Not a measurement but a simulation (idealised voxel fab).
process module | voxel self aligned vias
cross-section cut | 230 nm wide | cells 5 nm
A cross-section is a grid of square cells, given in bands from the top down. A band is one or more rows of cells.
Each band's line starts with the height of the band's top and of its bottom, in nm. Then come its materials from left to right, each with its width in nm. One material with "throughout" fills the band from edge to edge. "air" is empty space.
Height 0 is the level under which the wafer as received is all one material. The lowest band goes on downwards, as in "0 down".
A width such as "30 to 40" changes by the same amount from each row of cells to the next, from the band's top row to its bottom row.
"no change" after a step means that no cell of the cross-section changed.
closed voids: empty space of 8 cells or more with no open way to the top, each as width x height at its distance from the left edge, in nm
after a step's settings: what the simulator itself notes on the step
overlay nm, on a step with a mask: how far to the right of its planned place the mask lay; to the left if negative
plan
1 op RECEIVE | material Si
2 op CONFORMAL_DEP | material SiO2 | thk nm 10
3 op CONFORMAL_DEP | material SiCN | thk nm 5
4 op DIRECTIONAL_DEP | material SiO2 | thk nm 25
5 op PATTERN | tone open | mask id LINES | material resist | width nm 15 | pitch nm 55 | thk nm 20 | overlay nm 0
6 op DIRECTIONAL_ETCH | etch materials SiO2 | depth nm 25
7 op STRIP | etch materials resist
8 op CONFORMAL_DEP | material TiN | thk nm 5
9 op FILL_DEP | material W | thk nm 5
10 op CMP | height nm 40
11 op SELECTIVE_ETCH | etch materials W Ru TiN | depth nm 10
12 op FILL_DEP | material SiN | thk nm 10
13 op CMP | height nm 40
14 op DIRECTIONAL_DEP | material SiO2 | thk nm 20
15 op DIRECTIONAL_DEP | material aC | thk nm 15
16 op PATTERN | tone open | mask id VIAS | material resist | width nm 40 | pitch nm 55 | thk nm 30 | overlay nm 0
17 op DIRECTIONAL_ETCH | etch materials aC | depth nm 15
18 op STRIP | etch materials resist
19 op DIRECTIONAL_ETCH | etch materials SiO2 | depth nm 20
20 op DIRECTIONAL_ETCH | etch materials SiN | depth nm 10
21 op STRIP | etch materials aC
22 op CONFORMAL_DEP | material TiN | thk nm 5
23 op FILL_DEP | material Ru | thk nm 5
24 op CMP | height nm 60
25 op CONFORMAL_DEP | material SiCN | thk nm 5
varied across the wafers: width nm of step 5. The plan shows the first wafer's value. All wafers start alike
first wafer as received, after step 1
  0 down: Si throughout
  closed voids: none
each wafer at the end: cells of each material gained (+) or lost (-) since it was received, then its closed voids
width nm 15 | +40 Ru | +92 SiCN | +412 SiO2 | +50 TiN | +4 W | closed voids: none
width nm 20 | +44 Ru | +92 SiCN | +402 SiO2 | +52 TiN | +8 W | closed voids: none
width nm 25 | +48 Ru | +92 SiCN | +392 SiO2 | +54 TiN | +12 W | closed voids: none
width nm 30 | +52 Ru | +92 SiCN | +382 SiO2 | +56 TiN | +16 W | closed voids: none
width nm 35 | +56 Ru | +92 SiCN | +372 SiO2 | +58 TiN | +20 W | closed voids: none
